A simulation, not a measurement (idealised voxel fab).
process module | voxel transistor to metal
cross-section cut | 190 nm wide | cells 5 nm
A cross-section is a grid of square cells, given in bands from the top down. A band is one or more rows of cells.
Each band's line starts with the height of the band's top and of its bottom, in nm. Then come its materials from left to right, each with its width in nm. One material with "throughout" fills the band from edge to edge. "air" is empty space.
Height 0 is the level under which the wafer as received is all one material. The lowest band goes on downwards, as in "0 down".
A width such as "30 to 40" changes by the same amount from each row of cells to the next, from the band's top row to its bottom row.
"no change" after a step means that no cell of the cross-section changed.
closed voids: empty space of 8 cells or more with no open way to the top, each as width x height at its distance from the left edge, in nm
after a step's settings: what the simulator itself notes on the step
overlay nm, on a step with a mask: how far to the right of its planned place the mask lay; to the left if negative
plan
1 op RECEIVE | material Si
2 op CONFORMAL_DEP | material SiO2 | thk nm 5
3 op CONFORMAL_DEP | material SiN | thk nm 10
4 op DIRECTIONAL_DEP | material aC | thk nm 10
5 op PATTERN | tone cover | mask id ACTIVE | material resist | width nm 85 | thk nm 30 | overlay nm 0
6 op DIRECTIONAL_ETCH | etch materials aC | depth nm 10
7 op STRIP | etch materials resist
8 op DIRECTIONAL_ETCH | etch materials SiN | depth nm 10
9 op DIRECTIONAL_ETCH | etch materials SiO2 | depth nm 5
10 op DIRECTIONAL_ETCH | etch materials Si | depth nm 30
11 op STRIP | etch materials aC
12 op FILL_DEP | material SiO2 | thk nm 10
13 op CMP | height nm 15
14 op SELECTIVE_ETCH | etch materials SiO2 | depth nm 5
15 op STRIP | etch materials SiN
16 op SELECTIVE_ETCH | etch materials SiO2 | depth nm 5
17 op OXIDIZE | depth nm 5
18 op DIRECTIONAL_DEP | material polySi | thk nm 25
19 op DIRECTIONAL_DEP | material SiCN | thk nm 15
20 op MASKED_ETCH | tone cover | mask id GATE | width nm 15 | etch materials SiCN | depth nm 25 | overlay nm 0
21 op MASKED_ETCH | tone cover | mask id GATE | width nm 15 | etch materials polySi | depth nm 35 | overlay nm 0
22 op CONFORMAL_DEP | material SiN | thk nm 5
23 op DIRECTIONAL_ETCH | etch materials SiN | depth nm 5
24 op DIRECTIONAL_ETCH | etch materials SiO2 | depth nm 5
25 op EPI | material nSi | thk nm 5
26 op FILL_DEP | material SiO2 | thk nm 10
27 op CMP | height nm 40
28 op DIRECTIONAL_DEP | material SiO2 | thk nm 10
29 op DIRECTIONAL_DEP | material aC | thk nm 10
30 op PATTERN | tone open | mask id CONTACT | material resist | width nm 25 | pitch nm 50 | thk nm 30 | overlay nm 0
31 op DIRECTIONAL_ETCH | etch materials aC | depth nm 10
32 op STRIP | etch materials resist
33 op DIRECTIONAL_ETCH | etch materials SiO2 | depth nm 50
34 op STRIP | etch materials aC
35 op CONFORMAL_DEP | material TiN | thk nm 5
36 op FILL_DEP | material W | thk nm 5
37 op CMP | height nm 50
38 op CONFORMAL_DEP | material SiN | thk nm 5
39 op DIRECTIONAL_DEP | material lowk | thk nm 25
40 op PATTERN | tone open | mask id METAL_1 | material resist | width nm 15 | pitch nm 60 | thk nm 20 | overlay nm -15
41 op DIRECTIONAL_ETCH | etch materials lowk | depth nm 25
42 op DIRECTIONAL_ETCH | etch materials SiN | depth nm 5
43 op STRIP | etch materials resist
44 op CONFORMAL_DEP | material TiN | thk nm 5
45 op FILL_DEP | material Ru | thk nm 5
46 op CMP | height nm 80
47 op CONFORMAL_DEP | material SiCN | thk nm 5
varied across the wafers: overlay nm of step 40. The plan shows the first wafer's value. All wafers start alike
first wafer as received, after step 1
  0 down: Si throughout
  closed voids: none
first wafer at the end, after step 47
  85 to 80: SiCN throughout
  80 to 55: lowk 40 | TiN 5 | Ru 5 | TiN 5 | lowk 45 | TiN 5 | Ru 5 | TiN 5 | lowk 75
  55 to 50: SiN 40 | TiN 15 | SiN 45 | TiN 15 | SiN 75
  50 to 40: SiO2 55 | TiN 5 | W 15 | TiN 5 | SiO2 25 | TiN 5 | W 15 | TiN 5 | SiO2 60
  40 to 25: SiO2 55 | TiN 5 | W 15 | TiN 5 | SiN 5 | SiCN 15 | SiN 5 | TiN 5 | W 15 | TiN 5 | SiO2 60
  25 to 5: SiO2 55 | TiN 5 | W 15 | TiN 5 | SiN 5 | polySi 15 | SiN 5 | TiN 5 | W 15 | TiN 5 | SiO2 60
  5 to 0: SiO2 45 | SiN 5 | SiO2 5 | TiN 25 | SiN 5 | polySi 15 | SiN 5 | TiN 25 | SiO2 5 | SiN 5 | SiO2 50
  0 to -5: SiO2 50 | nSi 30 | SiO2 25 | nSi 30 | SiO2 55
  -5 to -30: SiO2 50 | Si 85 | SiO2 55
  -30 down: Si throughout
  closed voids: none
last wafer at the end
  85 to 80: SiCN throughout
  80 to 55: lowk 70 | TiN 5 | Ru 5 | TiN 5 | lowk 45 | TiN 5 | Ru 5 | TiN 5 | lowk 45
  55 to 50: SiN 70 | TiN 15 | SiN 45 | TiN 15 | SiN 45
  50 to 40: SiO2 55 | TiN 5 | W 15 | TiN 5 | SiO2 25 | TiN 5 | W 15 | TiN 5 | SiO2 60
  40 to 25: SiO2 55 | TiN 5 | W 15 | TiN 5 | SiN 5 | SiCN 15 | SiN 5 | TiN 5 | W 15 | TiN 5 | SiO2 60
  25 to 5: SiO2 55 | TiN 5 | W 15 | TiN 5 | SiN 5 | polySi 15 | SiN 5 | TiN 5 | W 15 | TiN 5 | SiO2 60
  5 to 0: SiO2 45 | SiN 5 | SiO2 5 | TiN 25 | SiN 5 | polySi 15 | SiN 5 | TiN 25 | SiO2 5 | SiN 5 | SiO2 50
  0 to -5: SiO2 50 | nSi 30 | SiO2 25 | nSi 30 | SiO2 55
  -5 to -30: SiO2 50 | Si 85 | SiO2 55
  -30 down: Si throughout
  closed voids: none
each wafer at the end: cells of each material gained (+) or lost (-) since it was received, then its closed voids
overlay nm -15 | +10 Ru | -143 Si | +47 SiCN | +50 SiN | +369 SiO2 | +72 TiN | +54 W | +160 lowk | +12 nSi | +15 polySi | closed voids: none
overlay nm -10 | +10 Ru | -143 Si | +47 SiCN | +50 SiN | +369 SiO2 | +72 TiN | +54 W | +160 lowk | +12 nSi | +15 polySi | closed voids: none
overlay nm -5 | +10 Ru | -143 Si | +47 SiCN | +50 SiN | +369 SiO2 | +72 TiN | +54 W | +160 lowk | +12 nSi | +15 polySi | closed voids: none
overlay nm 0 | +10 Ru | -143 Si | +47 SiCN | +50 SiN | +369 SiO2 | +72 TiN | +54 W | +160 lowk | +12 nSi | +15 polySi | closed voids: none
overlay nm 5 | +10 Ru | -143 Si | +47 SiCN | +50 SiN | +369 SiO2 | +72 TiN | +54 W | +160 lowk | +12 nSi | +15 polySi | closed voids: none
overlay nm 10 | +10 Ru | -143 Si | +47 SiCN | +50 SiN | +369 SiO2 | +72 TiN | +54 W | +160 lowk | +12 nSi | +15 polySi | closed voids: none
overlay nm 15 | +10 Ru | -143 Si | +47 SiCN | +50 SiN | +369 SiO2 | +72 TiN | +54 W | +160 lowk | +12 nSi | +15 polySi | closed voids: none
